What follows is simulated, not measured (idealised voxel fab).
Name of the process module below: voxel ribs on slabs
The cross-section on display is named cut; it measures 275 nm wide, and its cells are 5 nm squares.
Think of the cross-section as a grid of square cells. We describe it in bands, top to bottom, and each band covers one or more rows of those cells.
Per band: top height and bottom height in nm, followed by the left-to-right materials and their widths in nm; "everywhere" marks a single material spanning edge to edge, "blank" marks empty space.
Zero point of the height axis is 0; under it, received wafer = one material. Lowest band: continues down indefinitely, "0 and below".
Top row gets the first number, bottom row gets the second, and each row in between changes by the same step: that is how a band width like "30->40" works.
Key: "all unchanged" - step with no changed cell in the cross-section.
Voids not open to the top, 8 cells minimum: see "Unvented cavities". Written width x height at distance; distance is from the left edge; nm.
If you see something after the settings on a step's line, that's the simulator's own remark about that step.
For masked steps, "overlay nm" on the step line gives how far right of plan the mask actually lay; a minus sign means it lay to the left.

### Planned process steps
1,RECEIVE, material Si
2,DIRECTIONAL_DEP, material SiO2, thk nm 20
3,DIRECTIONAL_DEP, material polySi, thk nm 15
4,DIRECTIONAL_DEP, material aC, thk nm 15
5,PATTERN, tone cover, mask id RIB, material resist, width nm 15, thk nm 30, overlay nm 0
6,DIRECTIONAL_ETCH, etch materials aC, depth nm 15
7,STRIP, etch materials resist
8,DIRECTIONAL_ETCH, etch materials polySi, depth nm 10
9,STRIP, etch materials aC
10,MASKED_ETCH, tone cover, mask id SLAB, width nm 75, etch materials polySi, depth nm 5, overlay nm 0
11,FILL_DEP, material SiO2, thk nm 15
12,CMP, height nm 45
13,DIRECTIONAL_DEP, material W, thk nm 10
14,MASKED_ETCH, tone cover, mask id HEATER, width nm 15, etch materials W, depth nm 10, overlay nm 0
15,CONFORMAL_DEP, material SiO2, thk nm 5
Split variable: width nm, step 14. Plan value = first wafer. Wafers start alike.

### Cross-section of the first of several wafers on receipt, reflecting completion of step 1
* 0 and below  Si everywhere
* Unvented cavities: none

### Here's the first of several wafers in cross-section, end of the module, after the last step, step 15
* 60 down to 55  125 of blank, 25 of SiO2, 125 of blank
* 55 down to 50  125 of blank, 5 of SiO2, 15 of W, 5 of SiO2, 125 of blank
* 50 down to 45  130 of SiO2, 15 of W, 130 of SiO2
* 45 down to 35  SiO2 everywhere
* 35 down to 25  130 of SiO2, 15 of polySi, 130 of SiO2
* 25 down to 20  100 of SiO2, 75 of polySi, 100 of SiO2
* 20 down to 0  SiO2 everywhere
* 0 and below  Si everywhere
* Unvented cavities: none

### Cross-sectional view of the final wafer of several at the module's end
* 60 down to 55  115 of blank, 50 of SiO2, 110 of blank
* 55 down to 50  115 of blank, 5 of SiO2, 40 of W, 5 of SiO2, 110 of blank
* 50 down to 45  120 of SiO2, 40 of W, 115 of SiO2
* 45 down to 35  SiO2 everywhere
* 35 down to 25  130 of SiO2, 15 of polySi, 130 of SiO2
* 25 down to 20  100 of SiO2, 75 of polySi, 100 of SiO2
* 20 down to 0  SiO2 everywhere
* 0 and below  Si everywhere
* Unvented cavities: none

### Tabulated below, wafer by wafer, are the end-of-module results: for each material, the number of cells gained (+) or lost (-) relative to the as-received state, followed by the closed voids
width nm 15, +533 SiO2, +6 W, +21 polySi, Unvented cavities: none
width nm 20, +533 SiO2, +8 W, +21 polySi, Unvented cavities: none
width nm 25, +533 SiO2, +10 W, +21 polySi, Unvented cavities: none
width nm 30, +533 SiO2, +12 W, +21 polySi, Unvented cavities: none
width nm 35, +533 SiO2, +14 W, +21 polySi, Unvented cavities: none
width nm 40, +533 SiO2, +16 W, +21 polySi, Unvented cavities: none
